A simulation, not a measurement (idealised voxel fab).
This section sets out a process module, namely voxel released beams.
Square cell edge 5 nm, section width 190 nm, ID cut.
Cross-sections here: square-cell grids, written as top-down lists of bands, a band being one or more rows of cells.
Read a band's entry like this: the first values are the height of its top and the height of its bottom in nm, and what follows is the sequence of materials from left to right, each with its width in nm. Note that "air" is empty space, and that a single material marked "edge to edge" reaches across the band from edge to edge.
Measure heights from 0. That's the level where, below it, the as-received wafer is all one material. The lowest band is bottomless and extends downward; write it as in "0 -> down".
Quick explanation for "30 to 40": the width changes in equal steps down the rows of cells, from the first number in the band's top row to the second number in its bottom row.
When a step is marked "nothing different", none of the cells in the cross-section changed during that step.
Entry "Voids, enclosed". Content: empty spaces with no open connection to the top, size 8 cells or greater. Each: width x height at distance. Distance: from left edge. Unit: nm.
If you see something after the settings on a step's line, that's the simulator's own remark about that step.
You can add "overlay nm" to a step's line. For a step with a mask, it describes how far the mask lay to the right of its planned position, and a negative number describes a lay to the left.

Here's what the planned process steps look like:
step 1: RECEIVE, material Si
step 2: CONFORMAL_DEP, material SiN, thk nm 5
step 3: DIRECTIONAL_DEP, material SiO2, thk nm 20
step 4: PATTERN, tone open, mask id ANCHOR, material resist, width nm 35, thk nm 15, overlay nm 0
step 5: DIRECTIONAL_ETCH, etch materials SiO2, depth nm 20
step 6: STRIP, etch materials resist
step 7: CONFORMAL_DEP, material W, thk nm 10
step 8: PATTERN, tone cover, mask id BEAM, material resist, width nm 120, thk nm 15, overlay nm 0
step 9: DIRECTIONAL_ETCH, etch materials W, depth nm 10
step 10: STRIP, etch materials resist
step 11: STRIP, etch materials SiO2

Wafer at receipt (post step 1), cross-section:
- 0 -> down  Si edge to edge
- Voids, enclosed: none

Cross-sectional image of the first of two wafers at the end of the module, the run having proceeded as planned:
- 35 -> 25  air 30 nm, then W 15 nm, then air 15 nm, then W 90 nm, then air 40 nm
- 25 -> 15  air 35 nm, then W 10 nm, then air 15 nm, then W 10 nm, then air 120 nm
- 15 -> 5  air 35 nm, then W 35 nm, then air 120 nm
- 5 -> 0  SiN edge to edge
- 0 -> down  Si edge to edge
- Voids, enclosed: none

Cross-sectional image of the second wafer of the two following completion of the module. Starting state and process plan were the same as for the first wafer; one execution error occurred:
- 35 -> 25  air 25 nm, then W 20 nm, then air 15 nm, then W 85 nm, then air 45 nm
- 25 -> 15  air 35 nm, then W 10 nm, then air 15 nm, then W 10 nm, then air 120 nm
- 15 -> 5  air 35 nm, then W 35 nm, then air 120 nm
- 5 -> 0  SiN edge to edge
- 0 -> down  Si edge to edge
- Voids, enclosed: none
Heads up, the wafer didn't run the way we planned it: heads up, step 8 didn't go per plan, it actually ran as PATTERN, tone cover, mask id BEAM, material resist, width nm 120, thk nm 15, overlay nm -5
At the close, every material occupies the same number of cells on the second wafer as on the first, only in different positions.
